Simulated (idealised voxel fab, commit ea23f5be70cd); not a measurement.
Module name: voxel released beams (process module)
The figure presents cross-section cut, which has a width of 150 nm and is divided into square cells with an edge length of 5 nm.
Throughout this document, each cross-section is represented as a grid of square cells and is presented as a sequence of bands enumerated from the top downward, where a band comprises one or more rows of cells.
A band entry consists of two parts. The first gives the height of the band's top and the height of its bottom, in nm. The rest lists the band's materials from left to right, each with its width in nm. A single material labelled with the word "everywhere" fills the band from edge to edge, and the word "air" marks empty space.
For the purposes of this specification, 0 denotes the height below which the wafer in its as-received condition is composed wholly of one material, and the lowermost band, lacking a lower limit, extends downward without end, as expressed in "0 -> down".
It should be noted that a width expressed as "30->40" varies in equal increments from row to row of cells within the band, taking the value of the first number at the top row and that of the second number at the bottom row.
It should be understood that the words "stayed the same", when stated for a given step, signify that the cross-section underwent no change in any of its cells during that step.
This entry, "Unvented voids", enumerates those empty regions of no fewer than 8 cells that possess no open connection to the top. Each region is reported in the form width x height at distance, the distance being taken from the left edge, with all three quantities expressed in nm.
Step line, after settings: the simulator's comment on this step.
If you see "overlay nm" on a step's line and that step has a mask, it's telling you how far right of where it was planned the mask ended up; a negative number means it went left instead.
[Steps in the process plan]
1) RECEIVE [material Si]
2) CONFORMAL_DEP [material Al2O3] [thk nm 5]
3) DIRECTIONAL_DEP [material SiO2] [thk nm 10]
4) PATTERN [tone open] [mask id ANCHOR] [material resist] [width nm 25] [thk nm 20] [overlay nm 0]
5) DIRECTIONAL_ETCH [etch materials SiO2] [depth nm 10]
6) STRIP [etch materials resist]
7) CONFORMAL_DEP [material SiN] [thk nm 10]
8) PATTERN [tone cover] [mask id BEAM] [material resist] [width nm 110] [thk nm 15] [overlay nm 0]
9) DIRECTIONAL_ETCH [etch materials SiN] [depth nm 10]
10) STRIP [etch materials resist]
11) STRIP [etch materials SiO2]
[Here's what the wafer looked like in cross-section when it arrived - that's after step 1]
  0 -> down | Si everywhere
  Unvented voids: none
[Cross-sectional image of the first of two wafers at the end of the module, the run having proceeded as planned]
  25 -> 15 | 15 nm air | 15 nm SiN | 5 nm air | 90 nm SiN | 25 nm air
  15 -> 5 | 20 nm air | 25 nm SiN | 105 nm air
  5 -> 0 | Al2O3 everywhere
  0 -> down | Si everywhere
  Unvented voids: none
[Cross-section, second wafer: same start as the first, same plan as the first, one mistake in running it; taken at the end of the module]
  25 -> 15 | 15 nm air | 110 nm SiN | 25 nm air
  15 -> 10 | Al2O3 everywhere
  10 -> 0 | SiO2 everywhere
  0 -> down | Si everywhere
  Unvented voids: none
Misprocessing identified: swap of plan steps 2 and 3 during execution
The second wafer ends with more or fewer cells of some materials than the first, per final count: 8 fewer of SiN; 60 more of SiO2
